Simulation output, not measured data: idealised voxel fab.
process module | voxel wiring stack
cross-section cut | 245 nm wide | cells 5 nm
A cross-section is a grid of square cells, given in bands from the top down. A band is one or more rows of cells.
Each band's line starts with the height of the band's top and of its bottom, in nm. Then come its materials from left to right, each with its width in nm. One material with "throughout" fills the band from edge to edge. "air" is empty space.
Height 0 is the level under which the wafer as received is all one material. The lowest band goes on downwards, as in "0 down".
A width such as "30 to 40" changes by the same amount from each row of cells to the next, from the band's top row to its bottom row.
"no change" after a step means that no cell of the cross-section changed.
closed voids: empty space of 8 cells or more with no open way to the top, each as width x height at its distance from the left edge, in nm
after a step's settings: what the simulator itself notes on the step
overlay nm, on a step with a mask: how far to the right of its planned place the mask lay; to the left if negative
plan
1 op RECEIVE | material Si
2 op CONFORMAL_DEP | material SiO2 | thk nm 10
3 op CONFORMAL_DEP | material SiCN | thk nm 5
4 op DIRECTIONAL_DEP | material lowk | thk nm 20
5 op PATTERN | tone open | mask id METAL_1 | material resist | width nm 25 | pitch nm 55 | thk nm 20 | overlay nm 0
6 op DIRECTIONAL_ETCH | etch materials lowk | depth nm 20
7 op DIRECTIONAL_ETCH | etch materials SiCN | depth nm 5
8 op STRIP | etch materials resist
9 op CONFORMAL_DEP | material TiN | thk nm 5
10 op FILL_DEP | material W | thk nm 10
11 op CMP | height nm 35
12 op CONFORMAL_DEP | material SiCN | thk nm 5
13 op DIRECTIONAL_DEP | material lowk | thk nm 35
14 op PATTERN | tone open | mask id METAL_2 | material resist | width nm 25 | pitch nm 55 | thk nm 15 | overlay nm 0
15 op DIRECTIONAL_ETCH | etch materials lowk | depth nm 20
16 op STRIP | etch materials resist
17 op PATTERN | tone open | mask id METAL_2_HOLES | material resist | width nm 15 | pitch nm 110 | thk nm 20 | overlay nm 0
18 op DIRECTIONAL_ETCH | etch materials lowk | depth nm 15
19 op DIRECTIONAL_ETCH | etch materials SiCN | depth nm 5
20 op STRIP | etch materials resist
21 op CONFORMAL_DEP | material TiN | thk nm 5
22 op FILL_DEP | material Cu | thk nm 5
23 op CMP | height nm 75
24 op CONFORMAL_DEP | material SiN | thk nm 5
as received, after step 1
  0 down: Si throughout
  closed voids: none
a wafer at the end: this start, this plan, one mistake
  80 to 75: SiN throughout
  75 to 40: lowk throughout
  40 to 35: SiCN throughout
  35 to 15: lowk 25 | TiN 5 | W 15 | TiN 5 | lowk 30 | TiN 5 | W 15 | TiN 5 | lowk 30 | TiN 5 | W 15 | TiN 5 | lowk 30 | TiN 5 | W 15 | TiN 5 | lowk 30
  15 to 10: SiCN 25 | TiN 25 | SiCN 30 | TiN 25 | SiCN 30 | TiN 25 | SiCN 30 | TiN 25 | SiCN 30
  10 to 0: SiO2 throughout
  0 down: Si throughout
  closed voids: none
what went wrong: step 13 was run twice
